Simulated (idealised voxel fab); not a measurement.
process module | voxel capacitor over wiring
cross-section cut | 300 nm wide | cells 5 nm
A cross-section is a grid of square cells, given in bands from the top down. A band is one or more rows of cells.
Each band's line starts with the height of the band's top and of its bottom, in nm. Then come its materials from left to right, each with its width in nm. One material with "throughout" fills the band from edge to edge. "air" is empty space.
Height 0 is the level under which the wafer as received is all one material. The lowest band goes on downwards, as in "0 down".
A width such as "30 to 40" changes by the same amount from each row of cells to the next, from the band's top row to its bottom row.
"no change" after a step means that no cell of the cross-section changed.
closed voids: empty space of 8 cells or more with no open way to the top, each as width x height at its distance from the left edge, in nm
after a step's settings: what the simulator itself notes on the step
overlay nm, on a step with a mask: how far to the right of its planned place the mask lay; to the left if negative
plan
1 op RECEIVE | material Si
2 op CONFORMAL_DEP | material SiO2 | thk nm 10
3 op CONFORMAL_DEP | material SiN | thk nm 5
4 op DIRECTIONAL_DEP | material SiO2 | thk nm 25
5 op DIRECTIONAL_DEP | material aC | thk nm 10
6 op PATTERN | tone open | mask id METAL_1 | material resist | width nm 30 | pitch nm 85 | thk nm 30 | overlay nm 0
7 op DIRECTIONAL_ETCH | etch materials aC | depth nm 10
8 op STRIP | etch materials resist
9 op DIRECTIONAL_ETCH | etch materials SiO2 | depth nm 25
10 op DIRECTIONAL_ETCH | etch materials SiN | depth nm 5
11 op STRIP | etch materials aC
12 op CONFORMAL_DEP | material TiN | thk nm 5
13 op FILL_DEP | material Cu | thk nm 10
14 op CMP | height nm 40
15 op CONFORMAL_DEP | material SiCN | thk nm 5
16 op DIRECTIONAL_DEP | material lowk | thk nm 20
17 op MASKED_ETCH | tone open | mask id PLUG_1 | width nm 15 | etch materials lowk | depth nm 20 | overlay nm 0
18 op MASKED_ETCH | tone open | mask id PLUG_1 | width nm 15 | etch materials SiCN | depth nm 5 | overlay nm 0
19 op EPI | material Ru | thk nm 10
20 op EPI | material Ru | thk nm 10
21 op EPI | material Ru | thk nm 5
22 op DIRECTIONAL_DEP | material TiN | thk nm 10
23 op DIRECTIONAL_DEP | material SiN | thk nm 5
24 op DIRECTIONAL_DEP | material TiN | thk nm 5
25 op MASKED_ETCH | tone cover | mask id UPPER_PLATE | width nm 60 | etch materials TiN | depth nm 5 | overlay nm 0
26 op MASKED_ETCH | tone cover | mask id UPPER_PLATE | width nm 60 | etch materials SiN | depth nm 5 | overlay nm 0
27 op PATTERN | tone cover | mask id LOWER_PLATE | material resist | width nm 70 | thk nm 15 | overlay nm 0
28 op DIRECTIONAL_ETCH | etch materials TiN | depth nm 10
29 op STRIP | etch materials resist
30 op FILL_DEP | material SiO2 | thk nm 15
31 op CMP | height nm 95
32 op MASKED_ETCH | tone open | mask id PLUG_2 | width nm 15 | etch materials SiO2 | depth nm 10 | overlay nm 0
33 op CONFORMAL_DEP | material TiN | thk nm 5
34 op FILL_DEP | material W | thk nm 5
35 op CMP | height nm 95
36 op CONFORMAL_DEP | material SiCN | thk nm 5
as received, after step 1
  0 down: Si throughout
  closed voids: none
a wafer at the end: this start, this plan, one mistake
  100 to 95: SiCN throughout
  95 to 85: SiO2 100 | TiN 5 | SiO2 10 | TiN 55 | SiO2 130
  85 to 80: lowk 105 | TiN 15 | lowk 180
  80 to 75: lowk 105 | SiN 15 | lowk 180
  75 to 65: lowk 105 | TiN 15 | lowk 180
  65 to 45: lowk throughout
  45 to 40: SiCN throughout
  40 to 15: SiO2 90 | TiN 5 | Cu 20 | TiN 5 | SiO2 55 | TiN 5 | Cu 20 | TiN 5 | SiO2 95
  15 to 10: SiN 90 | TiN 30 | SiN 55 | TiN 30 | SiN 95
  10 to 0: SiO2 throughout
  0 down: Si throughout
  closed voids: none
what went wrong: step 16 was run twice
